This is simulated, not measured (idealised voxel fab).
Process module under the name voxel local oxidation
FYI the section here is cut, 285 nm wide, cells are 5 nm squares.
Reading order for cross-sections: top band down to bottom band. Underlying form: a grid of square cells. Band size: one or more rows of cells.
Quick guide to a band line: top height, bottom height (nm) up front; then every material left to right with its width in nm. Only one material and it's marked "full width"? Then it fills the band edge to edge. And "air" just means empty space.
We count height from 0. Below that, the starting wafer is all one material. The lowest band never ends at the bottom but goes on down; see "0 -> down" for how that is written.
A two-number width, for instance "30 to 40", indicates that the width is equal to the first number in the top row of the band and to the second number in the bottom row, and that it changes by a constant amount per row of cells.
Given "no modifications" for a step, no cell of the cross-section differs between before and after that step.
The entry "Unvented voids" lists the empty spaces that cover at least 8 cells and have no open path to the top. Each is written as width x height at distance, where the distance is measured from the left edge and all three values are in nm.
after a step's settings: what the simulator itself notes on the step
overlay nm: right-of-plan distance of the mask on a masked step; negative values mean left-of-plan.
PROCESS STEPS - PLAN
1) op RECEIVE | material Si
2) op CONFORMAL_DEP | material SiO2 | thk nm 5
3) op CONFORMAL_DEP | material SiN | thk nm 10
4) op MASKED_ETCH | tone cover | mask id ACTIVE | width nm 110 | etch materials SiN | depth nm 10 | overlay nm 0
5) op SELECTIVE_ETCH | etch materials SiO2 | depth nm 5
6) op OXIDIZE | depth nm 15
7) op STRIP | etch materials SiN
INCOMING WAFER IN CROSS-SECTION (STATE: AFTER STEP 1)
  0 -> down: Si full width
  Unvented voids: none
THIS IS HOW THE WAFER LOOKS IN CROSS-SECTION ONCE THE MODULE IS DONE, GIVEN THE STARTING STATE AND PLAN ABOVE AND ONE MISTAKE IN CARRYING THE PLAN OUT
  5 -> 0: 90 air, 100 SiO2, 95 air
  0 -> -5: 95 SiO2, 90 Si, 100 SiO2
  -5 -> down: Si full width
  Unvented voids: none
The mistake made against the process plan was this: the process deviated at step 6: the operation and settings actually run there were op OXIDIZE | depth nm 5
